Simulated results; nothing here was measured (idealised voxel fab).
The document below concerns the process module designated voxel self aligned contacts.
230 nm wide, 5 nm square cells: that's cross-section cut.
A cross-section is a grid of square cells, given in bands from the top down. A band is one or more rows of cells. Top height, bottom height, nm. Materials left to right, width each, nm. Single material + "throughout" = fills band edge to edge. "blank" = empty. It should be noted that heights are counted from 0, beneath which the wafer as supplied is of one material throughout, and that the lowest band possesses no lower boundary but continues downward, as written in "from 0 down". Width spec "30..40" -> top row of cells at first value, bottom row at second value, equal per-row change in between. A step reported as "no modification" is a step in which no cell of the cross-section changed. You'll see "Closed void catalog" listing empty spaces that have no way open to the top, as long as they're 8 cells or more; the notation is width x height at distance, where the distance is from the left edge, and all of it is in nm. That trailing text on a step's line, after the settings, is the simulator's own remark on the step. Each step line may optionally specify "overlay nm", which for a step with a mask gives the rightward distance between the mask's planned place and where it lay, a negative value indicating the leftward direction.

**Planned process steps**
1. RECEIVE,material Si
2. OXIDIZE,depth nm 5
3. DIRECTIONAL_DEP,material polySi,thk nm 30
4. DIRECTIONAL_DEP,material SiN,thk nm 25
5. MASKED_ETCH,tone cover,mask id GATE,width nm 35,pitch nm 80,etch materials SiN,depth nm 25,overlay nm 0
6. MASKED_ETCH,tone cover,mask id GATE,width nm 35,pitch nm 80,etch materials polySi,depth nm 30,overlay nm 0
7. CONFORMAL_DEP,material SiN,thk nm 10
8. DIRECTIONAL_ETCH,etch materials SiN,depth nm 10
9. FILL_DEP,material SiO2,thk nm 15
10. CMP,height nm 65
11. PATTERN,tone open,mask id CONTACT,material resist,width nm 65,pitch nm 80,thk nm 15,overlay nm 0
12. DIRECTIONAL_ETCH,etch materials SiO2,depth nm 70
13. STRIP,etch materials resist
14. CONFORMAL_DEP,material TiN,thk nm 5
15. FILL_DEP,material Ru,thk nm 5
16. CMP,height nm 65
17. CONFORMAL_DEP,material SiCN,thk nm 5

**Cross-sectional view of the wafer in its as-received condition, corresponding to the state after step 1**
* from 0 down: Si throughout
* Closed void catalog: none

**Starting structure and process plan are as shown above, but one mistake was made in running the module; the wafer cross-section at the end of the module follows**
* from 70 to 65: SiCN throughout
* from 65 to 60: Ru: 35, TiN: 5, SiO2: 65, TiN: 5, Ru: 5, TiN: 5, SiO2: 65, TiN: 5, Ru: 40
* from 60 to 55: TiN: 40, SiO2: 65, TiN: 15, SiO2: 65, TiN: 40, Ru: 5
* from 55 to 30: TiN: 5, SiN: 55, SiO2: 25, SiN: 55, SiO2: 25, SiN: 55, TiN: 5, Ru: 5
* from 30 to 0: TiN: 5, SiN: 10, polySi: 35, SiN: 10, SiO2: 25, SiN: 10, polySi: 35, SiN: 10, SiO2: 25, SiN: 10, polySi: 35, SiN: 10, TiN: 5, Ru: 5
* from 0 to -5: TiN: 5, SiO2: 215, TiN: 10
* from -5 down: Si throughout
* Closed void catalog: none
In executing the process, a mistake was made relative to the plan: step 11 off recipe, ran as PATTERN,tone cover,mask id CONTACT,material resist,width nm 65,pitch nm 80,thk nm 15,overlay nm 0
